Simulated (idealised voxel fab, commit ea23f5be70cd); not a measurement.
process module | voxel transistor to metal
cross-section cut | 145 nm wide | cells 5 nm
A cross-section is a grid of square cells, given in bands from the top down. A band is one or more rows of cells.
Each band's line starts with the height of the band's top and of its bottom, in nm. Then come its materials from left to right, each with its width in nm. One material with "throughout" fills the band from edge to edge. "air" is empty space.
Height 0 is the level under which the wafer as received is all one material. The lowest band goes on downwards, as in "0 down".
A width such as "30 to 40" changes by the same amount from each row of cells to the next, from the band's top row to its bottom row.
"no change" after a step means that no cell of the cross-section changed.
closed voids: empty space of 8 cells or more with no open way to the top, each as width x height at its distance from the left edge, in nm
after a step's settings: what the simulator itself notes on the step
overlay nm, on a step with a mask: how far to the right of its planned place the mask lay; to the left if negative
plan
1 op RECEIVE | material Si
2 op CONFORMAL_DEP | material SiO2 | thk nm 5
3 op CONFORMAL_DEP | material SiN | thk nm 15
4 op DIRECTIONAL_DEP | material aC | thk nm 10
5 op PATTERN | tone cover | mask id ACTIVE | material resist | width nm 100 | thk nm 25 | overlay nm 0
6 op DIRECTIONAL_ETCH | etch materials aC | depth nm 10
7 op STRIP | etch materials resist
8 op DIRECTIONAL_ETCH | etch materials SiN | depth nm 15
9 op DIRECTIONAL_ETCH | etch materials SiO2 | depth nm 5
10 op DIRECTIONAL_ETCH | etch materials Si | depth nm 20
11 op STRIP | etch materials aC
12 op FILL_DEP | material SiO2 | thk nm 15
13 op CMP | height nm 20
14 op SELECTIVE_ETCH | etch materials SiO2 | depth nm 15
15 op STRIP | etch materials SiN
16 op SELECTIVE_ETCH | etch materials SiO2 | depth nm 5
17 op OXIDIZE | depth nm 5
18 op DIRECTIONAL_DEP | material polySi | thk nm 25
19 op DIRECTIONAL_DEP | material SiCN | thk nm 10
20 op MASKED_ETCH | tone cover | mask id GATE | width nm 20 | etch materials SiCN | depth nm 20 | overlay nm 0
21 op MASKED_ETCH | tone cover | mask id GATE | width nm 20 | etch materials polySi | depth nm 35 | overlay nm 0
22 op CONFORMAL_DEP | material SiO2 | thk nm 5
23 op DIRECTIONAL_ETCH | etch materials SiO2 | depth nm 5
24 op CONFORMAL_DEP | material SiN | thk nm 10
25 op DIRECTIONAL_ETCH | etch materials SiN | depth nm 10
26 op DIRECTIONAL_ETCH | etch materials SiO2 | depth nm 5
27 op DIRECTIONAL_ETCH | etch materials Si | depth nm 5
28 op EPI | material pSi | thk nm 10
29 op FILL_DEP | material SiO2 | thk nm 10
30 op CMP | height nm 35
31 op DIRECTIONAL_DEP | material SiO2 | thk nm 15
32 op MASKED_ETCH | tone open | mask id CONTACT | width nm 20 | pitch nm 70 | etch materials SiO2 | depth nm 50 | overlay nm 0
33 op CONFORMAL_DEP | material TiN | thk nm 5
34 op FILL_DEP | material W | thk nm 10
35 op CMP | height nm 50
36 op CONFORMAL_DEP | material SiN | thk nm 5
37 op DIRECTIONAL_DEP | material lowk | thk nm 15
38 op MASKED_ETCH | tone open | mask id METAL_1 | width nm 20 | pitch nm 70 | etch materials lowk | depth nm 15 | overlay nm 0
39 op MASKED_ETCH | tone open | mask id METAL_1 | width nm 20 | pitch nm 70 | etch materials SiN | depth nm 5 | overlay nm 0
40 op CONFORMAL_DEP | material TiN | thk nm 5
41 op FILL_DEP | material Cu | thk nm 10
42 op CMP | height nm 70
43 op CONFORMAL_DEP | material SiCN | thk nm 5
44 op DIRECTIONAL_DEP | material lowk | thk nm 30
45 op DIRECTIONAL_DEP | material aC | thk nm 10
46 op PATTERN | tone open | mask id METAL_2 | material resist | width nm 20 | pitch nm 70 | thk nm 30 | overlay nm 0
47 op DIRECTIONAL_ETCH | etch materials aC | depth nm 10
48 op STRIP | etch materials resist
49 op DIRECTIONAL_ETCH | etch materials lowk | depth nm 15
50 op STRIP | etch materials aC
51 op DIRECTIONAL_DEP | material aC | thk nm 10
52 op PATTERN | tone open | mask id METAL_2_HOLES | material resist | width nm 15 | pitch nm 70 | thk nm 30 | overlay nm 0
53 op DIRECTIONAL_ETCH | etch materials aC | depth nm 10
54 op STRIP | etch materials resist
55 op DIRECTIONAL_ETCH | etch materials lowk | depth nm 15
56 op DIRECTIONAL_ETCH | etch materials SiCN | depth nm 5
57 op STRIP | etch materials aC
58 op CONFORMAL_DEP | material TiN | thk nm 5
59 op FILL_DEP | material Ru | thk nm 10
60 op CMP | height nm 105
61 op CONFORMAL_DEP | material SiCN | thk nm 5
first wafer, as planned
as received, after step 1
  0 down: Si throughout
  closed voids: none
after step 2
  5 to 0: SiO2 throughout
  below 0: unchanged
after step 3
  20 to 5: SiN throughout
  below 5: unchanged
after step 4
  30 to 20: aC throughout
  below 20: unchanged
after step 5
  55 to 30: air 20 | resist 100 | air 25
  below 30: unchanged
after step 6
  45 to 30: air 20 | resist 100 | air 25
  30 to 20: air 20 | aC 100 | air 25
  below 20: unchanged
after step 7
  30 to 20: air 20 | aC 100 | air 25
  below 20: unchanged
after step 8
  30 to 20: air 20 | aC 100 | air 25
  20 to 5: air 20 | SiN 100 | air 25
  below 5: unchanged
after step 9
  30 to 20: air 20 | aC 100 | air 25
  20 to 5: air 20 | SiN 100 | air 25
  5 to 0: air 20 | SiO2 100 | air 25
  below 0: unchanged
after step 10
  30 to 20: air 20 | aC 100 | air 25
  20 to 5: air 20 | SiN 100 | air 25
  5 to 0: air 20 | SiO2 100 | air 25
  0 to -20: air 20 | Si 100 | air 25
  below -20: unchanged
after step 11
  20 to 5: air 20 | SiN 100 | air 25
  below 5: unchanged
after step 12
  35 to 20: SiO2 throughout
  20 to 5: SiO2 20 | SiN 100 | SiO2 25
  5 to 0: SiO2 throughout
  0 to -20: SiO2 20 | Si 100 | SiO2 25
  below -20: unchanged
after step 13
  20 to 5: SiO2 20 | SiN 100 | SiO2 25
  below 5: unchanged
after step 14
  20 to 5: air 20 | SiN 100 | air 25
  below 5: unchanged
after step 15
  5 to 0: SiO2 throughout
  below 0: unchanged
after step 16
  0 to -20: SiO2 20 | Si 100 | SiO2 25
  below -20: unchanged
after step 17
  0 to -5: SiO2 throughout
  below -5: unchanged
after step 18
  25 to 0: polySi throughout
  below 0: unchanged
after step 19
  35 to 25: SiCN throughout
  below 25: unchanged
after step 20
  35 to 25: air 60 | SiCN 20 | air 65
  below 25: unchanged
after step 21
  35 to 25: air 60 | SiCN 20 | air 65
  25 to 0: air 60 | polySi 20 | air 65
  below 0: unchanged
after step 22
  40 to 35: air 55 | SiO2 30 | air 60
  35 to 25: air 55 | SiO2 5 | SiCN 20 | SiO2 5 | air 60
  25 to 5: air 55 | SiO2 5 | polySi 20 | SiO2 5 | air 60
  5 to 0: SiO2 60 | polySi 20 | SiO2 65
  below 0: unchanged
after step 23
  35 to 25: air 55 | SiO2 5 | SiCN 20 | SiO2 5 | air 60
  25 to 0: air 55 | SiO2 5 | polySi 20 | SiO2 5 | air 60
  below 0: unchanged
after step 24
  45 to 35: air 45 | SiN 50 | air 50
  35 to 25: air 45 | SiN 10 | SiO2 5 | SiCN 20 | SiO2 5 | SiN 10 | air 50
  25 to 10: air 45 | SiN 10 | SiO2 5 | polySi 20 | SiO2 5 | SiN 10 | air 50
  10 to 0: SiN 55 | SiO2 5 | polySi 20 | SiO2 5 | SiN 60
  below 0: unchanged
after step 25
  35 to 25: air 45 | SiN 10 | SiO2 5 | SiCN 20 | SiO2 5 | SiN 10 | air 50
  25 to 0: air 45 | SiN 10 | SiO2 5 | polySi 20 | SiO2 5 | SiN 10 | air 50
  below 0: unchanged
after step 26
  35 to 30: air 45 | SiN 10 | air 5 | SiCN 20 | air 5 | SiN 10 | air 50
  30 to 25: air 45 | SiN 10 | SiO2 5 | SiCN 20 | SiO2 5 | SiN 10 | air 50
  25 to 0: air 45 | SiN 10 | SiO2 5 | polySi 20 | SiO2 5 | SiN 10 | air 50
  0 to -5: air 45 | SiO2 50 | air 50
  below -5: unchanged
after step 27
  35 to 30: air 45 | SiN 10 | air 5 | SiCN 20 | air 5 | SiN 10 | air 50
  30 to 25: air 45 | SiN 10 | SiO2 5 | SiCN 20 | SiO2 5 | SiN 10 | air 50
  25 to 0: air 45 | SiN 10 | SiO2 5 | polySi 20 | SiO2 5 | SiN 10 | air 50
  0 to -5: air 45 | SiO2 50 | air 50
  -5 to -10: SiO2 20 | air 25 | Si 50 | air 25 | SiO2 25
  below -10: unchanged
after step 28
  35 to 30: air 45 | SiN 10 | air 5 | SiCN 20 | air 5 | SiN 10 | air 50
  30 to 25: air 45 | SiN 10 | SiO2 5 | SiCN 20 | SiO2 5 | SiN 10 | air 50
  25 to 5: air 45 | SiN 10 | SiO2 5 | polySi 20 | SiO2 5 | SiN 10 | air 50
  5 to 0: air 35 | pSi 10 | SiN 10 | SiO2 5 | polySi 20 | SiO2 5 | SiN 10 | pSi 10 | air 40
  0 to -5: air 15 | pSi 30 | SiO2 50 | pSi 30 | air 20
  -5 to -10: SiO2 20 | pSi 25 | Si 50 | pSi 25 | SiO2 25
  below -10: unchanged
after step 29
  45 to 35: SiO2 throughout
  35 to 25: SiO2 45 | SiN 10 | SiO2 5 | SiCN 20 | SiO2 5 | SiN 10 | SiO2 50
  25 to 5: SiO2 45 | SiN 10 | SiO2 5 | polySi 20 | SiO2 5 | SiN 10 | SiO2 50
  5 to 0: SiO2 35 | pSi 10 | SiN 10 | SiO2 5 | polySi 20 | SiO2 5 | SiN 10 | pSi 10 | SiO2 40
  0 to -5: SiO2 15 | pSi 30 | SiO2 50 | pSi 30 | SiO2 20
  below -5: unchanged
after step 30
  35 to 25: SiO2 45 | SiN 10 | SiO2 5 | SiCN 20 | SiO2 5 | SiN 10 | SiO2 50
  below 25: unchanged
after step 31
  50 to 35: SiO2 throughout
  below 35: unchanged
after step 32
  50 to 35: SiO2 25 | air 20 | SiO2 50 | air 20 | SiO2 30
  35 to 25: SiO2 25 | air 20 | SiN 10 | SiO2 5 | SiCN 20 | SiO2 5 | SiN 10 | air 20 | SiO2 30
  25 to 5: SiO2 25 | air 20 | SiN 10 | SiO2 5 | polySi 20 | SiO2 5 | SiN 10 | air 20 | SiO2 30
  5 to 0: SiO2 25 | air 10 | pSi 10 | SiN 10 | SiO2 5 | polySi 20 | SiO2 5 | SiN 10 | pSi 10 | air 10 | SiO2 30
  below 0: unchanged
after step 33
  55 to 50: TiN 30 | air 10 | TiN 60 | air 10 | TiN 35
  50 to 35: SiO2 25 | TiN 5 | air 10 | TiN 5 | SiO2 50 | TiN 5 | air 10 | TiN 5 | SiO2 30
  35 to 25: SiO2 25 | TiN 5 | air 10 | TiN 5 | SiN 10 | SiO2 5 | SiCN 20 | SiO2 5 | SiN 10 | TiN 5 | air 10 | TiN 5 | SiO2 30
  25 to 10: SiO2 25 | TiN 5 | air 10 | TiN 5 | SiN 10 | SiO2 5 | polySi 20 | SiO2 5 | SiN 10 | TiN 5 | air 10 | TiN 5 | SiO2 30
  10 to 5: SiO2 25 | TiN 20 | SiN 10 | SiO2 5 | polySi 20 | SiO2 5 | SiN 10 | TiN 20 | SiO2 30
  5 to 0: SiO2 25 | TiN 10 | pSi 10 | SiN 10 | SiO2 5 | polySi 20 | SiO2 5 | SiN 10 | pSi 10 | TiN 10 | SiO2 30
  below 0: unchanged
after step 34
  65 to 55: W throughout
  55 to 50: TiN 30 | W 10 | TiN 60 | W 10 | TiN 35
  50 to 35: SiO2 25 | TiN 5 | W 10 | TiN 5 | SiO2 50 | TiN 5 | W 10 | TiN 5 | SiO2 30
  35 to 25: SiO2 25 | TiN 5 | W 10 | TiN 5 | SiN 10 | SiO2 5 | SiCN 20 | SiO2 5 | SiN 10 | TiN 5 | W 10 | TiN 5 | SiO2 30
  25 to 10: SiO2 25 | TiN 5 | W 10 | TiN 5 | SiN 10 | SiO2 5 | polySi 20 | SiO2 5 | SiN 10 | TiN 5 | W 10 | TiN 5 | SiO2 30
  below 10: unchanged
after step 35
  50 to 35: SiO2 25 | TiN 5 | W 10 | TiN 5 | SiO2 50 | TiN 5 | W 10 | TiN 5 | SiO2 30
  below 35: unchanged
after step 36
  55 to 50: SiN throughout
  below 50: unchanged
after step 37
  70 to 55: lowk throughout
  below 55: unchanged
after step 38
  70 to 55: lowk 25 | air 20 | lowk 50 | air 20 | lowk 30
  below 55: unchanged
after step 39
  70 to 55: lowk 25 | air 20 | lowk 50 | air 20 | lowk 30
  55 to 50: SiN 25 | air 20 | SiN 50 | air 20 | SiN 30
  below 50: unchanged
after step 40
  75 to 70: TiN 30 | air 10 | TiN 60 | air 10 | TiN 35
  70 to 55: lowk 25 | TiN 5 | air 10 | TiN 5 | lowk 50 | TiN 5 | air 10 | TiN 5 | lowk 30
  55 to 50: SiN 25 | TiN 20 | SiN 50 | TiN 20 | SiN 30
  below 50: unchanged
after step 41
  85 to 75: Cu throughout
  75 to 70: TiN 30 | Cu 10 | TiN 60 | Cu 10 | TiN 35
  70 to 55: lowk 25 | TiN 5 | Cu 10 | TiN 5 | lowk 50 | TiN 5 | Cu 10 | TiN 5 | lowk 30
  below 55: unchanged
after step 42
  70 to 55: lowk 25 | TiN 5 | Cu 10 | TiN 5 | lowk 50 | TiN 5 | Cu 10 | TiN 5 | lowk 30
  below 55: unchanged
after step 43
  75 to 70: SiCN throughout
  below 70: unchanged
after step 44
  105 to 75: lowk throughout
  below 75: unchanged
after step 45
  115 to 105: aC throughout
  below 105: unchanged
after step 46
  145 to 115: resist 25 | air 20 | resist 50 | air 20 | resist 30
  below 115: unchanged
after step 47
  135 to 115: resist 25 | air 20 | resist 50 | air 20 | resist 30
  115 to 105: aC 25 | air 20 | aC 50 | air 20 | aC 30
  below 105: unchanged
after step 48
  115 to 105: aC 25 | air 20 | aC 50 | air 20 | aC 30
  below 105: unchanged
after step 49
  115 to 105: aC 25 | air 20 | aC 50 | air 20 | aC 30
  105 to 90: lowk 25 | air 20 | lowk 50 | air 20 | lowk 30
  below 90: unchanged
after step 50
  105 to 90: lowk 25 | air 20 | lowk 50 | air 20 | lowk 30
  below 90: unchanged
after step 51
  115 to 105: aC 25 | air 20 | aC 50 | air 20 | aC 30
  105 to 100: lowk 25 | air 20 | lowk 50 | air 20 | lowk 30
  100 to 90: lowk 25 | aC 20 | lowk 50 | aC 20 | lowk 30
  below 90: unchanged
after step 52
  145 to 115: resist 25 | air 15 | resist 55 | air 15 | resist 35
  115 to 105: aC 25 | air 15 | resist 5 | aC 50 | air 15 | resist 5 | aC 30
  105 to 100: lowk 25 | air 15 | resist 5 | lowk 50 | air 15 | resist 5 | lowk 30
  below 100: unchanged
after step 53
  135 to 115: resist 25 | air 15 | resist 55 | air 15 | resist 35
  115 to 105: aC 25 | air 15 | resist 5 | aC 50 | air 15 | resist 5 | aC 30
  105 to 100: lowk 25 | air 15 | resist 5 | lowk 50 | air 15 | resist 5 | lowk 30
  100 to 90: lowk 25 | air 15 | aC 5 | lowk 50 | air 15 | aC 5 | lowk 30
  below 90: unchanged
after step 54
  115 to 105: aC 25 | air 20 | aC 50 | air 20 | aC 30
  105 to 100: lowk 25 | air 20 | lowk 50 | air 20 | lowk 30
  below 100: unchanged
after step 55
  115 to 105: aC 25 | air 20 | aC 50 | air 20 | aC 30
  105 to 100: lowk 25 | air 20 | lowk 50 | air 20 | lowk 30
  100 to 90: lowk 25 | air 15 | aC 5 | lowk 50 | air 15 | aC 5 | lowk 30
  90 to 75: lowk 25 | air 15 | lowk 55 | air 15 | lowk 35
  below 75: unchanged
after step 56
  115 to 105: aC 25 | air 20 | aC 50 | air 20 | aC 30
  105 to 100: lowk 25 | air 20 | lowk 50 | air 20 | lowk 30
  100 to 90: lowk 25 | air 15 | aC 5 | lowk 50 | air 15 | aC 5 | lowk 30
  90 to 75: lowk 25 | air 15 | lowk 55 | air 15 | lowk 35
  75 to 70: SiCN 25 | air 15 | SiCN 55 | air 15 | SiCN 35
  below 70: unchanged
after step 57
  105 to 90: lowk 25 | air 20 | lowk 50 | air 20 | lowk 30
  below 90: unchanged
after step 58
  110 to 105: TiN 30 | air 10 | TiN 60 | air 10 | TiN 35
  105 to 95: lowk 25 | TiN 5 | air 10 | TiN 5 | lowk 50 | TiN 5 | air 10 | TiN 5 | lowk 30
  95 to 90: lowk 25 | TiN 5 | air 5 | TiN 10 | lowk 50 | TiN 5 | air 5 | TiN 10 | lowk 30
  90 to 75: lowk 25 | TiN 5 | air 5 | TiN 5 | lowk 55 | TiN 5 | air 5 | TiN 5 | lowk 35
  75 to 70: SiCN 25 | TiN 15 | SiCN 55 | TiN 15 | SiCN 35
  below 70: unchanged
after step 59
  120 to 110: Ru throughout
  110 to 105: TiN 30 | Ru 10 | TiN 60 | Ru 10 | TiN 35
  105 to 95: lowk 25 | TiN 5 | Ru 10 | TiN 5 | lowk 50 | TiN 5 | Ru 10 | TiN 5 | lowk 30
  95 to 90: lowk 25 | TiN 5 | Ru 5 | TiN 10 | lowk 50 | TiN 5 | Ru 5 | TiN 10 | lowk 30
  90 to 75: lowk 25 | TiN 5 | Ru 5 | TiN 5 | lowk 55 | TiN 5 | Ru 5 | TiN 5 | lowk 35
  below 75: unchanged
after step 60
  105 to 95: lowk 25 | TiN 5 | Ru 10 | TiN 5 | lowk 50 | TiN 5 | Ru 10 | TiN 5 | lowk 30
  below 95: unchanged
after step 61
  110 to 105: SiCN throughout
  below 105: unchanged
second wafer: like start, like plan, one mistake. Through step 19 it matches the first wafer
when step 20 should have ended
  35 to 25: SiCN 60 | air 20 | SiCN 65
  below 25: unchanged
when step 21 should have ended: no change
when step 22 should have ended
  40 to 35: SiO2 65 | air 10 | SiO2 70
  35 to 30: SiCN 60 | SiO2 5 | air 10 | SiO2 5 | SiCN 65
  30 to 25: SiCN 60 | SiO2 20 | SiCN 65
  below 25: unchanged
when step 23 should have ended
  35 to 25: SiCN 60 | SiO2 5 | air 10 | SiO2 5 | SiCN 65
  below 25: unchanged
when step 24 should have ended
  45 to 35: SiN throughout
  35 to 25: SiCN 60 | SiO2 5 | SiN 10 | SiO2 5 | SiCN 65
  below 25: unchanged
when step 25 should have ended
  35 to 25: SiCN 60 | SiO2 5 | SiN 10 | SiO2 5 | SiCN 65
  below 25: unchanged
when step 26 should have ended
  35 to 30: SiCN 60 | air 5 | SiN 10 | air 5 | SiCN 65
  below 30: unchanged
when step 27 should have ended: no change
when step 28 should have ended: no change
when step 29 should have ended
  45 to 35: SiO2 throughout
  35 to 25: SiCN 60 | SiO2 5 | SiN 10 | SiO2 5 | SiCN 65
  below 25: unchanged
when step 30 should have ended
  35 to 25: SiCN 60 | SiO2 5 | SiN 10 | SiO2 5 | SiCN 65
  below 25: unchanged
when step 31 should have ended
  50 to 35: SiO2 throughout
  below 35: unchanged
when step 32 should have ended
  50 to 35: SiO2 25 | air 20 | SiO2 50 | air 20 | SiO2 30
  below 35: unchanged
when step 33 should have ended
  55 to 50: TiN 30 | air 10 | TiN 60 | air 10 | TiN 35
  50 to 40: SiO2 25 | TiN 5 | air 10 | TiN 5 | SiO2 50 | TiN 5 | air 10 | TiN 5 | SiO2 30
  40 to 35: SiO2 25 | TiN 20 | SiO2 50 | TiN 20 | SiO2 30
  below 35: unchanged
when step 34 should have ended
  65 to 55: W throughout
  55 to 50: TiN 30 | W 10 | TiN 60 | W 10 | TiN 35
  50 to 40: SiO2 25 | TiN 5 | W 10 | TiN 5 | SiO2 50 | TiN 5 | W 10 | TiN 5 | SiO2 30
  below 40: unchanged
when step 35 should have ended
  50 to 40: SiO2 25 | TiN 5 | W 10 | TiN 5 | SiO2 50 | TiN 5 | W 10 | TiN 5 | SiO2 30
  below 40: unchanged
when step 36 should have ended
  55 to 50: SiN throughout
  below 50: unchanged
when step 37 should have ended
  70 to 55: lowk throughout
  below 55: unchanged
when step 38 should have ended
  70 to 55: lowk 25 | air 20 | lowk 50 | air 20 | lowk 30
  below 55: unchanged
when step 39 should have ended
  70 to 55: lowk 25 | air 20 | lowk 50 | air 20 | lowk 30
  55 to 50: SiN 25 | air 20 | SiN 50 | air 20 | SiN 30
  below 50: unchanged
when step 40 should have ended
  75 to 70: TiN 30 | air 10 | TiN 60 | air 10 | TiN 35
  70 to 55: lowk 25 | TiN 5 | air 10 | TiN 5 | lowk 50 | TiN 5 | air 10 | TiN 5 | lowk 30
  55 to 50: SiN 25 | TiN 20 | SiN 50 | TiN 20 | SiN 30
  below 50: unchanged
when step 41 should have ended
  85 to 75: Cu throughout
  75 to 70: TiN 30 | Cu 10 | TiN 60 | Cu 10 | TiN 35
  70 to 55: lowk 25 | TiN 5 | Cu 10 | TiN 5 | lowk 50 | TiN 5 | Cu 10 | TiN 5 | lowk 30
  below 55: unchanged
when step 42 should have ended
  70 to 55: lowk 25 | TiN 5 | Cu 10 | TiN 5 | lowk 50 | TiN 5 | Cu 10 | TiN 5 | lowk 30
  below 55: unchanged
when step 43 should have ended
  75 to 70: SiCN throughout
  below 70: unchanged
when step 44 should have ended
  105 to 75: lowk throughout
  below 75: unchanged
when step 45 should have ended
  115 to 105: aC throughout
  below 105: unchanged
when step 46 should have ended
  145 to 115: resist 25 | air 20 | resist 50 | air 20 | resist 30
  below 115: unchanged
when step 47 should have ended
  135 to 115: resist 25 | air 20 | resist 50 | air 20 | resist 30
  115 to 105: aC 25 | air 20 | aC 50 | air 20 | aC 30
  below 105: unchanged
when step 48 should have ended
  115 to 105: aC 25 | air 20 | aC 50 | air 20 | aC 30
  below 105: unchanged
when step 49 should have ended
  115 to 105: aC 25 | air 20 | aC 50 | air 20 | aC 30
  105 to 90: lowk 25 | air 20 | lowk 50 | air 20 | lowk 30
  below 90: unchanged
when step 50 should have ended
  105 to 90: lowk 25 | air 20 | lowk 50 | air 20 | lowk 30
  below 90: unchanged
when step 51 should have ended
  115 to 105: aC 25 | air 20 | aC 50 | air 20 | aC 30
  105 to 100: lowk 25 | air 20 | lowk 50 | air 20 | lowk 30
  100 to 90: lowk 25 | aC 20 | lowk 50 | aC 20 | lowk 30
  below 90: unchanged
when step 52 should have ended
  145 to 115: resist 25 | air 15 | resist 55 | air 15 | resist 35
  115 to 105: aC 25 | air 15 | resist 5 | aC 50 | air 15 | resist 5 | aC 30
  105 to 100: lowk 25 | air 15 | resist 5 | lowk 50 | air 15 | resist 5 | lowk 30
  below 100: unchanged
when step 53 should have ended
  135 to 115: resist 25 | air 15 | resist 55 | air 15 | resist 35
  115 to 105: aC 25 | air 15 | resist 5 | aC 50 | air 15 | resist 5 | aC 30
  105 to 100: lowk 25 | air 15 | resist 5 | lowk 50 | air 15 | resist 5 | lowk 30
  100 to 90: lowk 25 | air 15 | aC 5 | lowk 50 | air 15 | aC 5 | lowk 30
  below 90: unchanged
when step 54 should have ended
  115 to 105: aC 25 | air 20 | aC 50 | air 20 | aC 30
  105 to 100: lowk 25 | air 20 | lowk 50 | air 20 | lowk 30
  below 100: unchanged
when step 55 should have ended
  115 to 105: aC 25 | air 20 | aC 50 | air 20 | aC 30
  105 to 100: lowk 25 | air 20 | lowk 50 | air 20 | lowk 30
  100 to 90: lowk 25 | air 15 | aC 5 | lowk 50 | air 15 | aC 5 | lowk 30
  90 to 75: lowk 25 | air 15 | lowk 55 | air 15 | lowk 35
  below 75: unchanged
when step 56 should have ended
  115 to 105: aC 25 | air 20 | aC 50 | air 20 | aC 30
  105 to 100: lowk 25 | air 20 | lowk 50 | air 20 | lowk 30
  100 to 90: lowk 25 | air 15 | aC 5 | lowk 50 | air 15 | aC 5 | lowk 30
  90 to 75: lowk 25 | air 15 | lowk 55 | air 15 | lowk 35
  75 to 70: SiCN 25 | air 15 | SiCN 55 | air 15 | SiCN 35
  below 70: unchanged
when step 57 should have ended
  105 to 90: lowk 25 | air 20 | lowk 50 | air 20 | lowk 30
  below 90: unchanged
when step 58 should have ended
  110 to 105: TiN 30 | air 10 | TiN 60 | air 10 | TiN 35
  105 to 95: lowk 25 | TiN 5 | air 10 | TiN 5 | lowk 50 | TiN 5 | air 10 | TiN 5 | lowk 30
  95 to 90: lowk 25 | TiN 5 | air 5 | TiN 10 | lowk 50 | TiN 5 | air 5 | TiN 10 | lowk 30
  90 to 75: lowk 25 | TiN 5 | air 5 | TiN 5 | lowk 55 | TiN 5 | air 5 | TiN 5 | lowk 35
  75 to 70: SiCN 25 | TiN 15 | SiCN 55 | TiN 15 | SiCN 35
  below 70: unchanged
when step 59 should have ended
  120 to 110: Ru throughout
  110 to 105: TiN 30 | Ru 10 | TiN 60 | Ru 10 | TiN 35
  105 to 95: lowk 25 | TiN 5 | Ru 10 | TiN 5 | lowk 50 | TiN 5 | Ru 10 | TiN 5 | lowk 30
  95 to 90: lowk 25 | TiN 5 | Ru 5 | TiN 10 | lowk 50 | TiN 5 | Ru 5 | TiN 10 | lowk 30
  90 to 75: lowk 25 | TiN 5 | Ru 5 | TiN 5 | lowk 55 | TiN 5 | Ru 5 | TiN 5 | lowk 35
  below 75: unchanged
when step 60 should have ended
  105 to 95: lowk 25 | TiN 5 | Ru 10 | TiN 5 | lowk 50 | TiN 5 | Ru 10 | TiN 5 | lowk 30
  below 95: unchanged
when step 61 should have ended
  110 to 105: SiCN throughout
  below 105: unchanged
what went wrong: step 20 ran as: op MASKED_ETCH | tone open | mask id GATE | width nm 20 | etch materials SiCN | depth nm 20 | overlay nm 0
at the end the second wafer has, in cells: 10 more of Si | 42 more of SiCN | 24 fewer of SiN | 75 fewer of SiO2 | 28 fewer of TiN | 24 fewer of W | 26 fewer of pSi | 125 more of polySi
